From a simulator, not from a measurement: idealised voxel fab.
process module | voxel gate over fins
cross-section cut | 290 nm wide | cells 5 nm
A cross-section is a grid of square cells, given in bands from the top down. A band is one or more rows of cells.
Each band's line starts with the height of the band's top and of its bottom, in nm. Then come its materials from left to right, each with its width in nm. One material with "throughout" fills the band from edge to edge. "air" is empty space.
Height 0 is the level under which the wafer as received is all one material. The lowest band goes on downwards, as in "0 down".
A width such as "30 to 40" changes by the same amount from each row of cells to the next, from the band's top row to its bottom row.
"no change" after a step means that no cell of the cross-section changed.
closed voids: empty space of 8 cells or more with no open way to the top, each as width x height at its distance from the left edge, in nm
after a step's settings: what the simulator itself notes on the step
overlay nm, on a step with a mask: how far to the right of its planned place the mask lay; to the left if negative
plan
1 op RECEIVE | material Si
2 op CONFORMAL_DEP | material SiN | thk nm 10
3 op DIRECTIONAL_DEP | material aC | thk nm 10
4 op PATTERN | tone cover | mask id FINS | material resist | width nm 15 | pitch nm 45 | thk nm 30 | overlay nm 0
5 op DIRECTIONAL_ETCH | etch materials aC | depth nm 10
6 op STRIP | etch materials resist
7 op DIRECTIONAL_ETCH | etch materials SiN | depth nm 10
8 op DIRECTIONAL_ETCH | etch materials Si | depth nm 40
9 op STRIP | etch materials aC
10 op OXIDIZE | depth nm 5
11 op FILL_DEP | material SiO2 | thk nm 5
12 op CMP | height nm 10
13 op SELECTIVE_ETCH | etch materials SiO2 | depth nm 25
14 op STRIP | etch materials SiN
15 op CONFORMAL_DEP | material HfO2 | thk nm 5
16 op CONFORMAL_DEP | material TiN | thk nm 5
17 op CONFORMAL_DEP | material TiAl | thk nm 5
18 op CONFORMAL_DEP | material TiN | thk nm 5
19 op FILL_DEP | material W | thk nm 10
20 op CMP | height nm 25
21 op CONFORMAL_DEP | material SiN | thk nm 5
first wafer, as planned
as received, after step 1
  0 down: Si throughout
  closed voids: none
after step 2
  10 to 0: SiN throughout
  below 0: unchanged
after step 3
  20 to 10: aC throughout
  below 10: unchanged
after step 4
  50 to 20: air 90 | resist 15 | air 30 | resist 15 | air 30 | resist 15 | air 95
  below 20: unchanged
after step 5
  40 to 20: air 90 | resist 15 | air 30 | resist 15 | air 30 | resist 15 | air 95
  20 to 10: air 90 | aC 15 | air 30 | aC 15 | air 30 | aC 15 | air 95
  below 10: unchanged
after step 6
  20 to 10: air 90 | aC 15 | air 30 | aC 15 | air 30 | aC 15 | air 95
  below 10: unchanged
after step 7
  20 to 10: air 90 | aC 15 | air 30 | aC 15 | air 30 | aC 15 | air 95
  10 to 0: air 90 | SiN 15 | air 30 | SiN 15 | air 30 | SiN 15 | air 95
  below 0: unchanged
after step 8
  20 to 10: air 90 | aC 15 | air 30 | aC 15 | air 30 | aC 15 | air 95
  10 to 0: air 90 | SiN 15 | air 30 | SiN 15 | air 30 | SiN 15 | air 95
  0 to -40: air 90 | Si 15 | air 30 | Si 15 | air 30 | Si 15 | air 95
  below -40: unchanged
after step 9
  10 to 0: air 90 | SiN 15 | air 30 | SiN 15 | air 30 | SiN 15 | air 95
  below 0: unchanged
after step 10
  10 to 0: air 90 | SiN 15 | air 30 | SiN 15 | air 30 | SiN 15 | air 95
  0 to -40: air 90 | SiO2 5 | Si 5 | SiO2 5 | air 30 | SiO2 5 | Si 5 | SiO2 5 | air 30 | SiO2 5 | Si 5 | SiO2 5 | air 95
  -40 to -45: SiO2 95 | Si 5 | SiO2 40 | Si 5 | SiO2 40 | Si 5 | SiO2 100
  below -45: unchanged
after step 11
  15 to 10: SiO2 throughout
  10 to 0: SiO2 90 | SiN 15 | SiO2 30 | SiN 15 | SiO2 30 | SiN 15 | SiO2 95
  0 to -45: SiO2 95 | Si 5 | SiO2 40 | Si 5 | SiO2 40 | Si 5 | SiO2 100
  below -45: unchanged
after step 12
  10 to 0: SiO2 90 | SiN 15 | SiO2 30 | SiN 15 | SiO2 30 | SiN 15 | SiO2 95
  below 0: unchanged
after step 13
  10 to 0: air 90 | SiN 15 | air 30 | SiN 15 | air 30 | SiN 15 | air 95
  0 to -15: air 95 | Si 5 | air 40 | Si 5 | air 40 | Si 5 | air 100
  below -15: unchanged
after step 14
  0 to -15: air 95 | Si 5 | air 40 | Si 5 | air 40 | Si 5 | air 100
  below -15: unchanged
after step 15
  5 to 0: air 90 | HfO2 15 | air 30 | HfO2 15 | air 30 | HfO2 15 | air 95
  0 to -10: air 90 | HfO2 5 | Si 5 | HfO2 5 | air 30 | HfO2 5 | Si 5 | HfO2 5 | air 30 | HfO2 5 | Si 5 | HfO2 5 | air 95
  -10 to -15: HfO2 95 | Si 5 | HfO2 40 | Si 5 | HfO2 40 | Si 5 | HfO2 100
  below -15: unchanged
after step 16
  10 to 5: air 85 | TiN 25 | air 20 | TiN 25 | air 20 | TiN 25 | air 90
  5 to 0: air 85 | TiN 5 | HfO2 15 | TiN 5 | air 20 | TiN 5 | HfO2 15 | TiN 5 | air 20 | TiN 5 | HfO2 15 | TiN 5 | air 90
  0 to -5: air 85 | TiN 5 | HfO2 5 | Si 5 | HfO2 5 | TiN 5 | air 20 | TiN 5 | HfO2 5 | Si 5 | HfO2 5 | TiN 5 | air 20 | TiN 5 | HfO2 5 | Si 5 | HfO2 5 | TiN 5 | air 90
  -5 to -10: TiN 90 | HfO2 5 | Si 5 | HfO2 5 | TiN 30 | HfO2 5 | Si 5 | HfO2 5 | TiN 30 | HfO2 5 | Si 5 | HfO2 5 | TiN 95
  below -10: unchanged
after step 17
  15 to 10: air 80 | TiAl 35 | air 10 | TiAl 35 | air 10 | TiAl 35 | air 85
  10 to 5: air 80 | TiAl 5 | TiN 25 | TiAl 5 | air 10 | TiAl 5 | TiN 25 | TiAl 5 | air 10 | TiAl 5 | TiN 25 | TiAl 5 | air 85
  5 to 0: air 80 | TiAl 5 | TiN 5 | HfO2 15 | TiN 5 | TiAl 5 | air 10 | TiAl 5 | TiN 5 | HfO2 15 | TiN 5 | TiAl 5 | air 10 | TiAl 5 | TiN 5 | HfO2 15 | TiN 5 | TiAl 5 | air 85
  0 to -5: TiAl 85 | TiN 5 | HfO2 5 | Si 5 | HfO2 5 | TiN 5 | TiAl 20 | TiN 5 | HfO2 5 | Si 5 | HfO2 5 | TiN 5 | TiAl 20 | TiN 5 | HfO2 5 | Si 5 | HfO2 5 | TiN 5 | TiAl 90
  below -5: unchanged
after step 18
  20 to 15: air 75 | TiN 135 | air 80
  15 to 10: air 75 | TiN 5 | TiAl 35 | TiN 10 | TiAl 35 | TiN 10 | TiAl 35 | TiN 5 | air 80
  10 to 5: air 75 | TiN 5 | TiAl 5 | TiN 25 | TiAl 5 | TiN 10 | TiAl 5 | TiN 25 | TiAl 5 | TiN 10 | TiAl 5 | TiN 25 | TiAl 5 | TiN 5 | air 80
  5 to 0: TiN 80 | TiAl 5 | TiN 5 | HfO2 15 | TiN 5 | TiAl 5 | TiN 10 | TiAl 5 | TiN 5 | HfO2 15 | TiN 5 | TiAl 5 | TiN 10 | TiAl 5 | TiN 5 | HfO2 15 | TiN 5 | TiAl 5 | TiN 85
  below 0: unchanged
after step 19
  30 to 20: W throughout
  20 to 15: W 75 | TiN 135 | W 80
  15 to 10: W 75 | TiN 5 | TiAl 35 | TiN 10 | TiAl 35 | TiN 10 | TiAl 35 | TiN 5 | W 80
  10 to 5: W 75 | TiN 5 | TiAl 5 | TiN 25 | TiAl 5 | TiN 10 | TiAl 5 | TiN 25 | TiAl 5 | TiN 10 | TiAl 5 | TiN 25 | TiAl 5 | TiN 5 | W 80
  below 5: unchanged
after step 20
  25 to 20: W throughout
  below 20: unchanged
after step 21
  30 to 25: SiN throughout
  below 25: unchanged
second wafer: like start, like plan, one mistake. Through step 12 it matches the first wafer
when step 13 should have ended
  10 to 0: air 90 | SiN 15 | air 30 | SiN 15 | air 30 | SiN 15 | air 95
  0 to -40: air 95 | Si 5 | air 40 | Si 5 | air 40 | Si 5 | air 100
  below -40: unchanged
when step 14 should have ended
  0 to -40: air 95 | Si 5 | air 40 | Si 5 | air 40 | Si 5 | air 100
  below -40: unchanged
when step 15 should have ended
  5 to 0: air 90 | HfO2 15 | air 30 | HfO2 15 | air 30 | HfO2 15 | air 95
  0 to -35: air 90 | HfO2 5 | Si 5 | HfO2 5 | air 30 | HfO2 5 | Si 5 | HfO2 5 | air 30 | HfO2 5 | Si 5 | HfO2 5 | air 95
  -35 to -40: HfO2 95 | Si 5 | HfO2 40 | Si 5 | HfO2 40 | Si 5 | HfO2 100
  below -40: unchanged
when step 16 should have ended
  10 to 5: air 85 | TiN 25 | air 20 | TiN 25 | air 20 | TiN 25 | air 90
  5 to 0: air 85 | TiN 5 | HfO2 15 | TiN 5 | air 20 | TiN 5 | HfO2 15 | TiN 5 | air 20 | TiN 5 | HfO2 15 | TiN 5 | air 90
  0 to -30: air 85 | TiN 5 | HfO2 5 | Si 5 | HfO2 5 | TiN 5 | air 20 | TiN 5 | HfO2 5 | Si 5 | HfO2 5 | TiN 5 | air 20 | TiN 5 | HfO2 5 | Si 5 | HfO2 5 | TiN 5 | air 90
  -30 to -35: TiN 90 | HfO2 5 | Si 5 | HfO2 5 | TiN 30 | HfO2 5 | Si 5 | HfO2 5 | TiN 30 | HfO2 5 | Si 5 | HfO2 5 | TiN 95
  below -35: unchanged
when step 17 should have ended
  15 to 10: air 80 | TiAl 35 | air 10 | TiAl 35 | air 10 | TiAl 35 | air 85
  10 to 5: air 80 | TiAl 5 | TiN 25 | TiAl 5 | air 10 | TiAl 5 | TiN 25 | TiAl 5 | air 10 | TiAl 5 | TiN 25 | TiAl 5 | air 85
  5 to 0: air 80 | TiAl 5 | TiN 5 | HfO2 15 | TiN 5 | TiAl 5 | air 10 | TiAl 5 | TiN 5 | HfO2 15 | TiN 5 | TiAl 5 | air 10 | TiAl 5 | TiN 5 | HfO2 15 | TiN 5 | TiAl 5 | air 85
  0 to -25: air 80 | TiAl 5 | TiN 5 | HfO2 5 | Si 5 | HfO2 5 | TiN 5 | TiAl 5 | air 10 | TiAl 5 | TiN 5 | HfO2 5 | Si 5 | HfO2 5 | TiN 5 | TiAl 5 | air 10 | TiAl 5 | TiN 5 | HfO2 5 | Si 5 | HfO2 5 | TiN 5 | TiAl 5 | air 85
  -25 to -30: TiAl 85 | TiN 5 | HfO2 5 | Si 5 | HfO2 5 | TiN 5 | TiAl 20 | TiN 5 | HfO2 5 | Si 5 | HfO2 5 | TiN 5 | TiAl 20 | TiN 5 | HfO2 5 | Si 5 | HfO2 5 | TiN 5 | TiAl 90
  below -30: unchanged
when step 18 should have ended
  20 to 15: air 75 | TiN 135 | air 80
  15 to 10: air 75 | TiN 5 | TiAl 35 | TiN 10 | TiAl 35 | TiN 10 | TiAl 35 | TiN 5 | air 80
  10 to 5: air 75 | TiN 5 | TiAl 5 | TiN 25 | TiAl 5 | TiN 10 | TiAl 5 | TiN 25 | TiAl 5 | TiN 10 | TiAl 5 | TiN 25 | TiAl 5 | TiN 5 | air 80
  5 to 0: air 75 | TiN 5 | TiAl 5 | TiN 5 | HfO2 15 | TiN 5 | TiAl 5 | TiN 10 | TiAl 5 | TiN 5 | HfO2 15 | TiN 5 | TiAl 5 | TiN 10 | TiAl 5 | TiN 5 | HfO2 15 | TiN 5 | TiAl 5 | TiN 5 | air 80
  0 to -20: air 75 | TiN 5 | TiAl 5 | TiN 5 | HfO2 5 | Si 5 | HfO2 5 | TiN 5 | TiAl 5 | TiN 10 | TiAl 5 | TiN 5 | HfO2 5 | Si 5 | HfO2 5 | TiN 5 | TiAl 5 | TiN 10 | TiAl 5 | TiN 5 | HfO2 5 | Si 5 | HfO2 5 | TiN 5 | TiAl 5 | TiN 5 | air 80
  -20 to -25: TiN 80 | TiAl 5 | TiN 5 | HfO2 5 | Si 5 | HfO2 5 | TiN 5 | TiAl 5 | TiN 10 | TiAl 5 | TiN 5 | HfO2 5 | Si 5 | HfO2 5 | TiN 5 | TiAl 5 | TiN 10 | TiAl 5 | TiN 5 | HfO2 5 | Si 5 | HfO2 5 | TiN 5 | TiAl 5 | TiN 85
  below -25: unchanged
when step 19 should have ended
  30 to 20: W throughout
  20 to 15: W 75 | TiN 135 | W 80
  15 to 10: W 75 | TiN 5 | TiAl 35 | TiN 10 | TiAl 35 | TiN 10 | TiAl 35 | TiN 5 | W 80
  10 to 5: W 75 | TiN 5 | TiAl 5 | TiN 25 | TiAl 5 | TiN 10 | TiAl 5 | TiN 25 | TiAl 5 | TiN 10 | TiAl 5 | TiN 25 | TiAl 5 | TiN 5 | W 80
  5 to 0: W 75 | TiN 5 | TiAl 5 | TiN 5 | HfO2 15 | TiN 5 | TiAl 5 | TiN 10 | TiAl 5 | TiN 5 | HfO2 15 | TiN 5 | TiAl 5 | TiN 10 | TiAl 5 | TiN 5 | HfO2 15 | TiN 5 | TiAl 5 | TiN 5 | W 80
  0 to -20: W 75 | TiN 5 | TiAl 5 | TiN 5 | HfO2 5 | Si 5 | HfO2 5 | TiN 5 | TiAl 5 | TiN 10 | TiAl 5 | TiN 5 | HfO2 5 | Si 5 | HfO2 5 | TiN 5 | TiAl 5 | TiN 10 | TiAl 5 | TiN 5 | HfO2 5 | Si 5 | HfO2 5 | TiN 5 | TiAl 5 | TiN 5 | W 80
  below -20: unchanged
when step 20 should have ended
  25 to 20: W throughout
  below 20: unchanged
when step 21 should have ended
  30 to 25: SiN throughout
  below 25: unchanged
what went wrong: step 13 was run twice
at the end the second wafer has, in cells: 30 more of HfO2 | 275 fewer of SiO2 | 30 more of TiAl | 60 more of TiN | 155 more of W
